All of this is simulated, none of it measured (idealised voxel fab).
process module | voxel transistor to metal
cross-section cut | 175 nm wide | cells 5 nm
A cross-section is a grid of square cells, given in bands from the top down. A band is one or more rows of cells.
Each band's line starts with the height of the band's top and of its bottom, in nm. Then come its materials from left to right, each with its width in nm. One material with "throughout" fills the band from edge to edge. "air" is empty space.
Height 0 is the level under which the wafer as received is all one material. The lowest band goes on downwards, as in "0 down".
A width such as "30 to 40" changes by the same amount from each row of cells to the next, from the band's top row to its bottom row.
"no change" after a step means that no cell of the cross-section changed.
closed voids: empty space of 8 cells or more with no open way to the top, each as width x height at its distance from the left edge, in nm
after a step's settings: what the simulator itself notes on the step
overlay nm, on a step with a mask: how far to the right of its planned place the mask lay; to the left if negative
plan
1 op RECEIVE | material Si
2 op OXIDIZE | depth nm 5
3 op CONFORMAL_DEP | material SiN | thk nm 15
4 op MASKED_ETCH | tone cover | mask id ACTIVE | width nm 135 | etch materials SiN | depth nm 15 | overlay nm 0
5 op MASKED_ETCH | tone cover | mask id ACTIVE | width nm 135 | etch materials SiO2 | depth nm 5 | overlay nm 0
6 op MASKED_ETCH | tone cover | mask id ACTIVE | width nm 135 | etch materials Si | depth nm 30 | overlay nm 0
7 op FILL_DEP | material SiO2 | thk nm 10
8 op CMP | height nm 15
9 op SELECTIVE_ETCH | etch materials SiO2 | depth nm 5
10 op STRIP | etch materials SiN
11 op SELECTIVE_ETCH | etch materials SiO2 | depth nm 5
12 op OXIDIZE | depth nm 5
13 op DIRECTIONAL_DEP | material polySi | thk nm 25
14 op DIRECTIONAL_DEP | material SiCN | thk nm 15
15 op PATTERN | tone cover | mask id GATE | material resist | width nm 35 | thk nm 20 | overlay nm 0
16 op DIRECTIONAL_ETCH | etch materials SiCN | depth nm 25
17 op DIRECTIONAL_ETCH | etch materials polySi | depth nm 35
18 op STRIP | etch materials resist
19 op CONFORMAL_DEP | material SiO2 | thk nm 5
20 op DIRECTIONAL_ETCH | etch materials SiO2 | depth nm 5
21 op CONFORMAL_DEP | material SiN | thk nm 5
22 op DIRECTIONAL_ETCH | etch materials SiN | depth nm 5
23 op DIRECTIONAL_ETCH | etch materials SiO2 | depth nm 5
24 op DIRECTIONAL_ETCH | etch materials Si | depth nm 5
25 op EPI | material SiGe | thk nm 10
26 op FILL_DEP | material SiO2 | thk nm 10
27 op CMP | height nm 20
28 op STRIP | etch materials polySi
29 op SELECTIVE_ETCH | etch materials SiO2 | depth nm 5
30 op CONFORMAL_DEP | material HfO2 | thk nm 5
31 op CONFORMAL_DEP | material TiN | thk nm 5
32 op FILL_DEP | material W | thk nm 5
33 op CMP | height nm 15
34 op DIRECTIONAL_DEP | material SiO2 | thk nm 10
35 op MASKED_ETCH | tone open | mask id CONTACT | width nm 20 | pitch nm 95 | etch materials SiO2 | depth nm 30 | overlay nm 0
36 op CONFORMAL_DEP | material TiN | thk nm 5
37 op FILL_DEP | material Ru | thk nm 10
38 op CMP | height nm 25
39 op DIRECTIONAL_DEP | material TiN | thk nm 5
40 op DIRECTIONAL_DEP | material Ru | thk nm 20
41 op DIRECTIONAL_DEP | material aC | thk nm 10
42 op PATTERN | tone cover | mask id METAL_1 | material resist | width nm 20 | pitch nm 95 | thk nm 30 | overlay nm 0
43 op DIRECTIONAL_ETCH | etch materials aC | depth nm 10
44 op STRIP | etch materials resist
45 op DIRECTIONAL_ETCH | etch materials Ru | depth nm 20
46 op DIRECTIONAL_ETCH | etch materials TiN | depth nm 5
47 op STRIP | etch materials aC
48 op FILL_DEP | material SiO2 | thk nm 5
49 op CMP | height nm 50
50 op CONFORMAL_DEP | material SiCN | thk nm 5
51 op DIRECTIONAL_DEP | material lowk | thk nm 30
52 op MASKED_ETCH | tone open | mask id METAL_2 | width nm 20 | pitch nm 95 | etch materials lowk | depth nm 20 | overlay nm 0
53 op PATTERN | tone open | mask id METAL_2_HOLES | material resist | width nm 15 | pitch nm 95 | thk nm 15 | overlay nm 0
54 op DIRECTIONAL_ETCH | etch materials lowk | depth nm 10
55 op DIRECTIONAL_ETCH | etch materials SiCN | depth nm 5
56 op STRIP | etch materials resist
57 op CONFORMAL_DEP | material TiN | thk nm 5
58 op FILL_DEP | material Cu | thk nm 5
59 op CMP | height nm 85
60 op CONFORMAL_DEP | material SiN | thk nm 5
as received, after step 1
  0 down: Si throughout
  closed voids: none
first wafer at the end, as planned
  90 to 85: SiN throughout
  85 to 70: lowk 30 | TiN 5 | Cu 10 | TiN 5 | lowk 75 | TiN 5 | Cu 10 | TiN 5 | lowk 30
  70 to 65: lowk 30 | TiN 5 | Cu 5 | TiN 10 | lowk 75 | TiN 5 | Cu 5 | TiN 10 | lowk 30
  65 to 55: lowk 30 | TiN 5 | Cu 5 | TiN 5 | lowk 80 | TiN 5 | Cu 5 | TiN 5 | lowk 35
  55 to 50: SiCN 30 | TiN 15 | SiCN 80 | TiN 15 | SiCN 35
  50 to 30: SiO2 30 | Ru 20 | SiO2 75 | Ru 20 | SiO2 30
  30 to 25: SiO2 30 | TiN 20 | SiO2 75 | TiN 20 | SiO2 30
  25 to 15: SiO2 30 | TiN 5 | Ru 10 | TiN 5 | SiO2 75 | TiN 5 | Ru 10 | TiN 5 | SiO2 30
  15 to 5: SiO2 30 | TiN 5 | Ru 10 | TiN 5 | SiO2 10 | SiN 5 | HfO2 5 | TiN 5 | W 25 | TiN 5 | HfO2 5 | SiN 5 | SiO2 10 | TiN 5 | Ru 10 | TiN 5 | SiO2 30
  5 to 0: SiO2 20 | SiN 5 | SiO2 5 | TiN 10 | Ru 5 | TiN 5 | SiO2 10 | SiN 5 | HfO2 5 | TiN 5 | W 25 | TiN 5 | HfO2 5 | SiN 5 | SiO2 10 | TiN 5 | Ru 5 | TiN 10 | SiO2 5 | SiN 5 | SiO2 20
  0 to -5: SiO2 20 | SiN 5 | SiGe 10 | TiN 15 | SiGe 10 | SiN 5 | HfO2 5 | TiN 35 | HfO2 5 | SiN 5 | SiGe 10 | TiN 15 | SiGe 10 | SiN 5 | SiO2 20
  -5 to -10: SiO2 25 | SiGe 35 | SiO2 5 | HfO2 45 | SiO2 5 | SiGe 35 | SiO2 25
  -10 to -15: SiO2 20 | Si 5 | SiGe 35 | Si 55 | SiGe 35 | Si 5 | SiO2 20
  -15 to -35: SiO2 20 | Si 135 | SiO2 20
  -35 down: Si throughout
  closed voids: none
second wafer at the end: like start, like plan, one mistake
  90 to 85: SiN throughout
  85 to 70: lowk 30 | TiN 5 | Cu 10 | TiN 5 | lowk 75 | TiN 5 | Cu 10 | TiN 5 | lowk 30
  70 to 65: lowk 30 | TiN 5 | Cu 5 | TiN 10 | lowk 75 | TiN 5 | Cu 5 | TiN 10 | lowk 30
  65 to 55: lowk 30 | TiN 5 | Cu 5 | TiN 5 | lowk 80 | TiN 5 | Cu 5 | TiN 5 | lowk 35
  55 to 50: SiCN 30 | TiN 15 | SiCN 80 | TiN 15 | SiCN 35
  50 to 30: SiO2 30 | Ru 20 | SiO2 75 | Ru 20 | SiO2 30
  30 to 25: SiO2 30 | TiN 20 | SiO2 75 | TiN 20 | SiO2 30
  25 to 15: SiO2 30 | TiN 5 | Ru 10 | TiN 5 | SiO2 75 | TiN 5 | Ru 10 | TiN 5 | SiO2 30
  15 to 5: SiO2 30 | TiN 5 | Ru 10 | TiN 5 | SiO2 10 | SiN 5 | HfO2 5 | TiN 5 | W 25 | TiN 5 | HfO2 5 | SiN 5 | SiO2 10 | TiN 5 | Ru 10 | TiN 5 | SiO2 30
  5 to 0: SiO2 20 | SiN 5 | SiO2 5 | TiN 5 | Ru 10 | TiN 5 | SiO2 10 | SiN 5 | HfO2 5 | TiN 5 | W 25 | TiN 5 | HfO2 5 | SiN 5 | SiO2 10 | TiN 5 | Ru 10 | TiN 5 | SiO2 5 | SiN 5 | SiO2 20
  0 to -5: SiO2 20 | SiN 5 | SiO2 5 | TiN 20 | SiO2 10 | SiN 5 | HfO2 5 | TiN 35 | HfO2 5 | SiN 5 | SiO2 10 | TiN 20 | SiO2 5 | SiN 5 | SiO2 20
  -5 to -10: SiO2 65 | HfO2 45 | SiO2 65
  -10 to -15: SiO2 throughout
  -15 down: Si throughout
  closed voids: none
what went wrong: step 2 ran as: op OXIDIZE | depth nm 15
at the end the second wafer has, in cells: 2 more of Ru | 19 more of Si | 36 fewer of SiGe | 15 more of SiO2
